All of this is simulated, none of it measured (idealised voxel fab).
process module | voxel air gaps
cross-section cut | 290 nm wide | cells 5 nm
A cross-section is a grid of square cells, given in bands from the top down. A band is one or more rows of cells.
Each band's line starts with the height of the band's top and of its bottom, in nm. Then come its materials from left to right, each with its width in nm. One material with "throughout" fills the band from edge to edge. "air" is empty space.
Height 0 is the level under which the wafer as received is all one material. The lowest band goes on downwards, as in "0 down".
A width such as "30 to 40" changes by the same amount from each row of cells to the next, from the band's top row to its bottom row.
"no change" after a step means that no cell of the cross-section changed.
closed voids: empty space of 8 cells or more with no open way to the top, each as width x height at its distance from the left edge, in nm
after a step's settings: what the simulator itself notes on the step
overlay nm, on a step with a mask: how far to the right of its planned place the mask lay; to the left if negative
plan
1 op RECEIVE | material Si
2 op CONFORMAL_DEP | material SiO2 | thk nm 15
3 op CONFORMAL_DEP | material SiCN | thk nm 5
4 op DIRECTIONAL_DEP | material SiO2 | thk nm 40
5 op DIRECTIONAL_DEP | material aC | thk nm 15
6 op PATTERN | tone open | mask id LINES | material resist | width nm 20 | pitch nm 45 | thk nm 30 | overlay nm 0
7 op DIRECTIONAL_ETCH | etch materials aC | depth nm 15
8 op STRIP | etch materials resist
9 op DIRECTIONAL_ETCH | etch materials SiO2 | depth nm 40
10 op STRIP | etch materials aC
11 op CONFORMAL_DEP | material TiN | thk nm 5
12 op FILL_DEP | material W | thk nm 5
13 op CMP | height nm 60
14 op EPI | material Ru | thk nm 10
15 op SELECTIVE_ETCH | etch materials SiO2 | depth nm 50
16 op CONFORMAL_DEP | material SiCN | thk nm 5
as received, after step 1
  0 down: Si throughout
  closed voids: none
a wafer at the end: this start, this plan, one mistake
  75 to 60: air 50 | Ru 185 | air 55
  60 to 55: air 50 | Ru 15 | TiN 5 | W 10 | TiN 5 | Ru 25 | TiN 5 | W 10 | TiN 5 | Ru 25 | TiN 5 | W 10 | TiN 5 | Ru 25 | TiN 5 | W 10 | TiN 5 | Ru 15 | air 55
  55 to 25: air 60 | Ru 5 | TiN 5 | W 10 | TiN 5 | Ru 5 | air 15 | Ru 5 | TiN 5 | W 10 | TiN 5 | Ru 5 | air 15 | Ru 5 | TiN 5 | W 10 | TiN 5 | Ru 5 | air 15 | Ru 5 | TiN 5 | W 10 | TiN 5 | Ru 5 | air 65
  25 to 20: Ru 65 | TiN 20 | Ru 25 | TiN 20 | Ru 25 | TiN 20 | Ru 25 | TiN 20 | Ru 70
  20 to 15: SiCN throughout
  15 to 0: SiO2 throughout
  0 down: Si throughout
  closed voids: 15 x 30 at 90; 15 x 30 at 135; 15 x 30 at 180
what went wrong: step 16 ran as: op CONFORMAL_DEP | material Ru | thk nm 5
